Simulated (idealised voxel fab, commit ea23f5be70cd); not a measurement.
process module | voxel transistor to metal
cross-section cut | 160 nm wide | cells 5 nm
A cross-section is a grid of square cells, given in bands from the top down. A band is one or more rows of cells.
Each band's line starts with the height of the band's top and of its bottom, in nm. Then come its materials from left to right, each with its width in nm. One material with "throughout" fills the band from edge to edge. "air" is empty space.
Height 0 is the level under which the wafer as received is all one material. The lowest band goes on downwards, as in "0 down".
A width such as "30 to 40" changes by the same amount from each row of cells to the next, from the band's top row to its bottom row.
"no change" after a step means that no cell of the cross-section changed.
closed voids: empty space of 8 cells or more with no open way to the top, each as width x height at its distance from the left edge, in nm
after a step's settings: what the simulator itself notes on the step
overlay nm, on a step with a mask: how far to the right of its planned place the mask lay; to the left if negative
plan
1 op RECEIVE | material Si
2 op OXIDIZE | depth nm 5
3 op CONFORMAL_DEP | material SiN | thk nm 10
4 op MASKED_ETCH | tone cover | mask id ACTIVE | width nm 110 | etch materials SiN | depth nm 10 | overlay nm -10
5 op MASKED_ETCH | tone cover | mask id ACTIVE | width nm 110 | etch materials SiO2 | depth nm 5 | overlay nm 0
6 op MASKED_ETCH | tone cover | mask id ACTIVE | width nm 110 | etch materials Si | depth nm 35 | overlay nm 0
7 op FILL_DEP | material SiO2 | thk nm 15
8 op CMP | height nm 10
9 op SELECTIVE_ETCH | etch materials SiO2 | depth nm 5
10 op STRIP | etch materials SiN
11 op SELECTIVE_ETCH | etch materials SiO2 | depth nm 5
12 op OXIDIZE | depth nm 5
13 op DIRECTIONAL_DEP | material polySi | thk nm 30
14 op DIRECTIONAL_DEP | material SiCN | thk nm 15
15 op DIRECTIONAL_DEP | material aC | thk nm 15
16 op PATTERN | tone cover | mask id GATE | material resist | width nm 20 | thk nm 30 | overlay nm 0
17 op DIRECTIONAL_ETCH | etch materials aC | depth nm 15
18 op STRIP | etch materials resist
19 op DIRECTIONAL_ETCH | etch materials SiCN | depth nm 25
20 op DIRECTIONAL_ETCH | etch materials polySi | depth nm 40
21 op STRIP | etch materials aC
22 op CONFORMAL_DEP | material SiO2 | thk nm 5
23 op DIRECTIONAL_ETCH | etch materials SiO2 | depth nm 5
24 op CONFORMAL_DEP | material SiN | thk nm 5
25 op DIRECTIONAL_ETCH | etch materials SiN | depth nm 5
26 op DIRECTIONAL_ETCH | etch materials SiO2 | depth nm 5
27 op DIRECTIONAL_ETCH | etch materials Si | depth nm 10
28 op EPI | material SiGe | thk nm 15
29 op FILL_DEP | material SiO2 | thk nm 5
30 op CMP | height nm 40
31 op DIRECTIONAL_DEP | material SiO2 | thk nm 10
32 op DIRECTIONAL_DEP | material aC | thk nm 10
33 op PATTERN | tone open | mask id CONTACT | material resist | width nm 20 | pitch nm 70 | thk nm 30 | overlay nm 0
34 op DIRECTIONAL_ETCH | etch materials aC | depth nm 10
35 op STRIP | etch materials resist
36 op DIRECTIONAL_ETCH | etch materials SiO2 | depth nm 45
37 op STRIP | etch materials aC
38 op CONFORMAL_DEP | material TiN | thk nm 5
39 op FILL_DEP | material W | thk nm 10
40 op CMP | height nm 50
41 op CONFORMAL_DEP | material SiCN | thk nm 5
42 op DIRECTIONAL_DEP | material lowk | thk nm 15
43 op DIRECTIONAL_DEP | material aC | thk nm 15
44 op PATTERN | tone open | mask id METAL_1 | material resist | width nm 20 | pitch nm 70 | thk nm 35 | overlay nm 0
45 op DIRECTIONAL_ETCH | etch materials aC | depth nm 15
46 op STRIP | etch materials resist
47 op DIRECTIONAL_ETCH | etch materials lowk | depth nm 15
48 op DIRECTIONAL_ETCH | etch materials SiCN | depth nm 5
49 op STRIP | etch materials aC
50 op CONFORMAL_DEP | material TiN | thk nm 5
51 op FILL_DEP | material Cu | thk nm 5
52 op CMP | height nm 70
53 op CONFORMAL_DEP | material SiCN | thk nm 5
54 op DIRECTIONAL_DEP | material SiO2 | thk nm 30
55 op MASKED_ETCH | tone open | mask id METAL_2 | width nm 20 | pitch nm 70 | etch materials SiO2 | depth nm 20 | overlay nm 0
56 op PATTERN | tone open | mask id METAL_2_HOLES | material resist | width nm 15 | pitch nm 70 | thk nm 15 | overlay nm 0
57 op DIRECTIONAL_ETCH | etch materials SiO2 | depth nm 10
58 op DIRECTIONAL_ETCH | etch materials SiCN | depth nm 5
59 op STRIP | etch materials resist
60 op CONFORMAL_DEP | material TiN | thk nm 5
61 op FILL_DEP | material Cu | thk nm 5
62 op CMP | height nm 105
63 op CONFORMAL_DEP | material SiN | thk nm 5
varied across the wafers: overlay nm of step 4. The plan shows the first wafer's value. All wafers start alike
first wafer as received, after step 1
  0 down: Si throughout
  closed voids: none
first wafer at the end, after step 63
  110 to 105: SiN throughout
  105 to 90: SiO2 35 | TiN 5 | Cu 10 | TiN 5 | SiO2 50 | TiN 5 | Cu 10 | TiN 5 | SiO2 35
  90 to 85: SiO2 35 | TiN 5 | Cu 5 | TiN 10 | SiO2 50 | TiN 5 | Cu 5 | TiN 10 | SiO2 35
  85 to 75: SiO2 35 | TiN 5 | Cu 5 | TiN 5 | SiO2 55 | TiN 5 | Cu 5 | TiN 5 | SiO2 40
  75 to 70: SiCN 35 | TiN 15 | SiCN 55 | TiN 15 | SiCN 40
  70 to 55: lowk 35 | TiN 5 | Cu 10 | TiN 5 | lowk 50 | TiN 5 | Cu 10 | TiN 5 | lowk 35
  55 to 50: SiCN 35 | TiN 20 | SiCN 50 | TiN 20 | SiCN 35
  50 to 40: SiO2 35 | TiN 5 | W 10 | TiN 5 | SiO2 50 | TiN 5 | W 10 | TiN 5 | SiO2 35
  40 to 25: SiO2 35 | TiN 5 | W 10 | TiN 5 | SiO2 5 | SiN 5 | SiO2 5 | SiCN 20 | SiO2 5 | SiN 5 | SiO2 5 | TiN 5 | W 10 | TiN 5 | SiO2 35
  25 to 10: SiO2 35 | TiN 5 | W 10 | TiN 5 | SiO2 5 | SiN 5 | SiO2 5 | polySi 20 | SiO2 5 | SiN 5 | SiO2 5 | TiN 5 | W 10 | TiN 5 | SiO2 35
  10 to 5: SiO2 35 | TiN 20 | SiO2 5 | SiN 5 | SiO2 5 | polySi 20 | SiO2 5 | SiN 5 | SiO2 5 | TiN 20 | SiO2 35
  5 to 0: SiO2 15 | SiGe 20 | SiO2 10 | SiGe 15 | SiN 5 | SiO2 5 | polySi 20 | SiO2 5 | SiN 5 | SiGe 25 | SiO2 35
  0 to -5: SiO2 15 | SiN 5 | SiGe 15 | SiO2 10 | SiGe 15 | SiN 5 | SiO2 5 | polySi 20 | SiO2 5 | SiN 5 | SiGe 20 | SiN 5 | SiO2 35
  -5 to -10: SiO2 20 | SiGe 40 | SiO2 40 | SiGe 20 | SiO2 40
  -10 to -20: SiO2 15 | Si 5 | SiGe 40 | Si 40 | SiGe 20 | Si 15 | SiO2 25
  -20 to -40: SiO2 15 | Si 120 | SiO2 25
  -40 down: Si throughout
  closed voids: none
last wafer at the end
  110 to 105: SiN throughout
  105 to 90: SiO2 35 | TiN 5 | Cu 10 | TiN 5 | SiO2 50 | TiN 5 | Cu 10 | TiN 5 | SiO2 35
  90 to 85: SiO2 35 | TiN 5 | Cu 5 | TiN 10 | SiO2 50 | TiN 5 | Cu 5 | TiN 10 | SiO2 35
  85 to 75: SiO2 35 | TiN 5 | Cu 5 | TiN 5 | SiO2 55 | TiN 5 | Cu 5 | TiN 5 | SiO2 40
  75 to 70: SiCN 35 | TiN 15 | SiCN 55 | TiN 15 | SiCN 40
  70 to 55: lowk 35 | TiN 5 | Cu 10 | TiN 5 | lowk 50 | TiN 5 | Cu 10 | TiN 5 | lowk 35
  55 to 50: SiCN 35 | TiN 20 | SiCN 50 | TiN 20 | SiCN 35
  50 to 40: SiO2 35 | TiN 5 | W 10 | TiN 5 | SiO2 50 | TiN 5 | W 10 | TiN 5 | SiO2 35
  40 to 25: SiO2 35 | TiN 5 | W 10 | TiN 5 | SiO2 5 | SiN 5 | SiO2 5 | SiCN 20 | SiO2 5 | SiN 5 | SiO2 5 | TiN 5 | W 10 | TiN 5 | SiO2 35
  25 to 10: SiO2 35 | TiN 5 | W 10 | TiN 5 | SiO2 5 | SiN 5 | SiO2 5 | polySi 20 | SiO2 5 | SiN 5 | SiO2 5 | TiN 5 | W 10 | TiN 5 | SiO2 35
  10 to 5: SiO2 35 | TiN 20 | SiO2 5 | SiN 5 | SiO2 5 | polySi 20 | SiO2 5 | SiN 5 | SiO2 5 | TiN 20 | SiO2 35
  5 to 0: SiO2 35 | SiGe 25 | SiN 5 | SiO2 5 | polySi 20 | SiO2 5 | SiN 5 | SiGe 15 | SiO2 10 | SiGe 20 | SiO2 15
  0 to -5: SiO2 35 | SiN 5 | SiGe 20 | SiN 5 | SiO2 5 | polySi 20 | SiO2 5 | SiN 5 | SiGe 15 | SiO2 10 | SiGe 15 | SiN 5 | SiO2 15
  -5 to -10: SiO2 40 | SiGe 20 | SiO2 40 | SiGe 40 | SiO2 20
  -10 to -20: SiO2 25 | Si 15 | SiGe 20 | Si 40 | SiGe 40 | Si 5 | SiO2 15
  -20 to -40: SiO2 25 | Si 120 | SiO2 15
  -40 down: Si throughout
  closed voids: none
each wafer at the end: cells of each material gained (+) or lost (-) since it was received, then its closed voids
overlay nm -10 | +30 Cu | -136 Si | +62 SiCN | +58 SiGe | +52 SiN | +418 SiO2 | +92 TiN | +32 W | +72 lowk | +24 polySi | closed voids: none
overlay nm -5 | +30 Cu | -142 Si | +62 SiCN | +60 SiGe | +52 SiN | +422 SiO2 | +92 TiN | +32 W | +72 lowk | +24 polySi | closed voids: none
overlay nm 0 | +30 Cu | -148 Si | +62 SiCN | +62 SiGe | +52 SiN | +426 SiO2 | +92 TiN | +32 W | +72 lowk | +24 polySi | closed voids: none
overlay nm 5 | +30 Cu | -142 Si | +62 SiCN | +60 SiGe | +52 SiN | +422 SiO2 | +92 TiN | +32 W | +72 lowk | +24 polySi | closed voids: none
overlay nm 10 | +30 Cu | -136 Si | +62 SiCN | +58 SiGe | +52 SiN | +418 SiO2 | +92 TiN | +32 W | +72 lowk | +24 polySi | closed voids: none
